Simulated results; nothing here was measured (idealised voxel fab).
The process module presented herein is designated voxel transistor to metal.
This is section cut - it's 195 nm across, gridded in 5 nm square cells.
Cross-section layout: square cells on a grid; listed as bands, top to bottom; a band spans one or more cell rows.
The band entry comprises the height of the band's top followed by the height of its bottom, expressed in nm, and subsequently the band's materials from left to right, each stated together with its width in nm. Where a single material is marked with the word "everywhere", that material fills the band from edge to edge. The word "empty" represents empty space.
We count height from 0. Below that, the starting wafer is all one material. The lowest band never ends at the bottom but goes on down; see "0 -> down" for how that is written.
Width: "30 to 40" (first number = top row, second number = bottom row, same change from row to row of cells).
Take "stayed the same" at face value: in the step it is given for, the cross-section changed in none of its cells.
Closed-off voids of 8+ cells (no open route to the top) go in "Fully closed voids", written width x height at distance from the left edge, in nm.
The remark found on a step's line after its settings is issued by the simulator itself and pertains to that step.
You can add "overlay nm" to a step's line. For a step with a mask, it describes how far the mask lay to the right of its planned position, and a negative number describes a lay to the left.

THIS SECTION LISTS THE PROCESS STEPS THAT WERE PLANNED
1 RECEIVE: material Si
2 CONFORMAL_DEP: material SiO2, thk nm 5
3 CONFORMAL_DEP: material SiN, thk nm 10
4 MASKED_ETCH: tone cover, mask id ACTIVE, width nm 125, etch materials SiN, depth nm 10, overlay nm 0
5 MASKED_ETCH: tone cover, mask id ACTIVE, width nm 125, etch materials SiO2, depth nm 5, overlay nm 0
6 MASKED_ETCH: tone cover, mask id ACTIVE, width nm 125, etch materials Si, depth nm 25, overlay nm 0
7 FILL_DEP: material SiO2, thk nm 5
8 CMP: height nm 15
9 SELECTIVE_ETCH: etch materials SiO2, depth nm 10
10 STRIP: etch materials SiN
11 SELECTIVE_ETCH: etch materials SiO2, depth nm 5
12 OXIDIZE: depth nm 5
13 DIRECTIONAL_DEP: material polySi, thk nm 25
14 DIRECTIONAL_DEP: material SiCN, thk nm 10
15 PATTERN: tone cover, mask id GATE, material resist, width nm 25, thk nm 15, overlay nm 0
16 DIRECTIONAL_ETCH: etch materials SiCN, depth nm 20
17 DIRECTIONAL_ETCH: etch materials polySi, depth nm 35
18 STRIP: etch materials resist
19 CONFORMAL_DEP: material SiN, thk nm 10
20 DIRECTIONAL_ETCH: etch materials SiN, depth nm 10
21 DIRECTIONAL_ETCH: etch materials SiO2, depth nm 5
22 DIRECTIONAL_ETCH: etch materials Si, depth nm 5
23 EPI: material SiGe, thk nm 10
24 FILL_DEP: material SiO2, thk nm 10
25 CMP: height nm 35
26 DIRECTIONAL_DEP: material SiO2, thk nm 15
27 DIRECTIONAL_DEP: material aC, thk nm 15
28 PATTERN: tone open, mask id CONTACT, material resist, width nm 35, pitch nm 70, thk nm 30, overlay nm 0
29 DIRECTIONAL_ETCH: etch materials aC, depth nm 15
30 STRIP: etch materials resist
31 DIRECTIONAL_ETCH: etch materials SiO2, depth nm 50
32 STRIP: etch materials aC
33 CONFORMAL_DEP: material TiN, thk nm 5
34 FILL_DEP: material Ru, thk nm 10
35 CMP: height nm 50
36 CONFORMAL_DEP: material SiCN, thk nm 5
37 DIRECTIONAL_DEP: material lowk, thk nm 20
38 MASKED_ETCH: tone open, mask id METAL_1, width nm 20, pitch nm 85, etch materials lowk, depth nm 20, overlay nm 0
39 MASKED_ETCH: tone open, mask id METAL_1, width nm 20, pitch nm 85, etch materials SiCN, depth nm 5, overlay nm 0
40 CONFORMAL_DEP: material TiN, thk nm 5
41 FILL_DEP: material W, thk nm 5
42 CMP: height nm 75
43 CONFORMAL_DEP: material SiCN, thk nm 5
44 DIRECTIONAL_DEP: material SiO2, thk nm 30
45 PATTERN: tone open, mask id METAL_2, material resist, width nm 20, pitch nm 85, thk nm 15, overlay nm 0
46 DIRECTIONAL_ETCH: etch materials SiO2, depth nm 20
47 STRIP: etch materials resist
48 MASKED_ETCH: tone open, mask id METAL_2_HOLES, width nm 15, pitch nm 85, etch materials SiO2, depth nm 10, overlay nm 0
49 MASKED_ETCH: tone open, mask id METAL_2_HOLES, width nm 15, pitch nm 85, etch materials SiCN, depth nm 5, overlay nm 0
50 CONFORMAL_DEP: material TiN, thk nm 5
51 FILL_DEP: material Cu, thk nm 10
52 CMP: height nm 110
53 CONFORMAL_DEP: material SiN, thk nm 5

INCOMING WAFER, CROSS-SECTIONAL VIEW, POST STEP 1
- 0 -> down: Si everywhere
- Fully closed voids: none

WAFER CROSS-SECTION AT MODULE END: FIRST OF TWO, RUN TO PLAN
- 115 -> 110: SiN everywhere
- 110 -> 95: SiO2 (45), then TiN (5), then Cu (10), then TiN (5), then SiO2 (65), then TiN (5), then Cu (10), then TiN (5), then SiO2 (45)
- 95 -> 90: SiO2 (45), then TiN (5), then Cu (5), then TiN (10), then SiO2 (65), then TiN (5), then Cu (5), then TiN (10), then SiO2 (45)
- 90 -> 80: SiO2 (45), then TiN (5), then Cu (5), then TiN (5), then SiO2 (70), then TiN (5), then Cu (5), then TiN (5), then SiO2 (50)
- 80 -> 75: SiCN (45), then TiN (15), then SiCN (70), then TiN (15), then SiCN (50)
- 75 -> 55: lowk (45), then TiN (5), then W (10), then TiN (5), then lowk (65), then TiN (5), then W (10), then TiN (5), then lowk (45)
- 55 -> 50: SiCN (45), then TiN (20), then SiCN (65), then TiN (20), then SiCN (45)
- 50 -> 40: SiO2 (45), then TiN (5), then Ru (25), then TiN (5), then SiO2 (35), then TiN (5), then Ru (25), then TiN (5), then SiO2 (45)
- 40 -> 35: SiO2 (45), then TiN (5), then Ru (20), then TiN (10), then SiO2 (35), then TiN (10), then Ru (20), then TiN (5), then SiO2 (45)
- 35 -> 25: SiO2 (45), then TiN (5), then Ru (20), then TiN (5), then SiN (10), then SiCN (25), then SiN (10), then TiN (5), then Ru (20), then TiN (5), then SiO2 (45)
- 25 -> 10: SiO2 (45), then TiN (5), then Ru (20), then TiN (5), then SiN (10), then polySi (25), then SiN (10), then TiN (5), then Ru (20), then TiN (5), then SiO2 (45)
- 10 -> 5: SiO2 (45), then TiN (5), then Ru (10), then TiN (15), then SiN (10), then polySi (25), then SiN (10), then TiN (15), then Ru (10), then TiN (5), then SiO2 (45)
- 5 -> 0: SiO2 (45), then TiN (20), then SiGe (10), then SiN (10), then polySi (25), then SiN (10), then SiGe (10), then TiN (20), then SiO2 (45)
- 0 -> -5: SiO2 (30), then SiGe (45), then SiO2 (45), then SiGe (45), then SiO2 (30)
- -5 -> -10: SiO2 (35), then SiGe (40), then Si (45), then SiGe (40), then SiO2 (35)
- -10 -> -25: SiO2 (35), then Si (125), then SiO2 (35)
- -25 -> down: Si everywhere
- Fully closed voids: none

CROSS-SECTION AT END OF MODULE FOR THE SECOND WAFER OF TWO, WHICH MATCHED THE FIRST IN STARTING POINT AND PLAN AND DIFFERED BY ONE MISTAKE IN ITS PROCESSING
- 115 -> 110: SiN everywhere
- 110 -> 95: SiO2 (45), then TiN (5), then Cu (10), then TiN (5), then SiO2 (65), then TiN (5), then Cu (10), then TiN (5), then SiO2 (45)
- 95 -> 90: SiO2 (45), then TiN (5), then Cu (5), then TiN (10), then SiO2 (65), then TiN (5), then Cu (5), then TiN (10), then SiO2 (45)
- 90 -> 80: SiO2 (45), then TiN (5), then Cu (5), then TiN (5), then SiO2 (70), then TiN (5), then Cu (5), then TiN (5), then SiO2 (50)
- 80 -> 75: SiCN (45), then TiN (15), then SiCN (70), then TiN (15), then SiCN (50)
- 75 -> 55: lowk (45), then TiN (5), then W (10), then TiN (5), then lowk (65), then TiN (5), then W (10), then TiN (5), then lowk (45)
- 55 -> 50: SiCN (45), then TiN (20), then SiCN (65), then TiN (20), then SiCN (45)
- 50 -> 40: SiO2 (45), then TiN (5), then Ru (25), then TiN (5), then SiO2 (35), then TiN (5), then Ru (25), then TiN (5), then SiO2 (45)
- 40 -> 35: SiO2 (45), then TiN (5), then Ru (20), then TiN (10), then SiO2 (35), then TiN (10), then Ru (20), then TiN (5), then SiO2 (45)
- 35 -> 25: SiO2 (45), then TiN (5), then Ru (20), then TiN (5), then SiN (10), then SiCN (25), then SiN (10), then TiN (5), then Ru (20), then TiN (5), then SiO2 (45)
- 25 -> 10: SiO2 (45), then TiN (5), then Ru (20), then TiN (5), then SiN (10), then polySi (25), then SiN (10), then TiN (5), then Ru (20), then TiN (5), then SiO2 (45)
- 10 -> 5: SiO2 (45), then TiN (5), then Ru (10), then TiN (15), then SiN (10), then polySi (25), then SiN (10), then TiN (15), then Ru (10), then TiN (5), then SiO2 (45)
- 5 -> 0: SiO2 (45), then TiN (20), then SiGe (10), then SiN (10), then polySi (25), then SiN (10), then SiGe (10), then TiN (20), then SiO2 (45)
- 0 -> -5: SiO2 (30), then SiGe (45), then SiO2 (45), then SiGe (45), then SiO2 (30)
- -5 -> -10: SiO2 (35), then SiGe (40), then Si (45), then SiGe (40), then SiO2 (35)
- -10 -> -50: SiO2 (35), then Si (125), then SiO2 (35)
- -50 -> down: Si everywhere
- Fully closed voids: none
Heads up, the wafer didn't run the way we planned it: step 6 was run twice
Materials where the second wafer ends with more or fewer cells than the first: Si -70, SiO2 +70
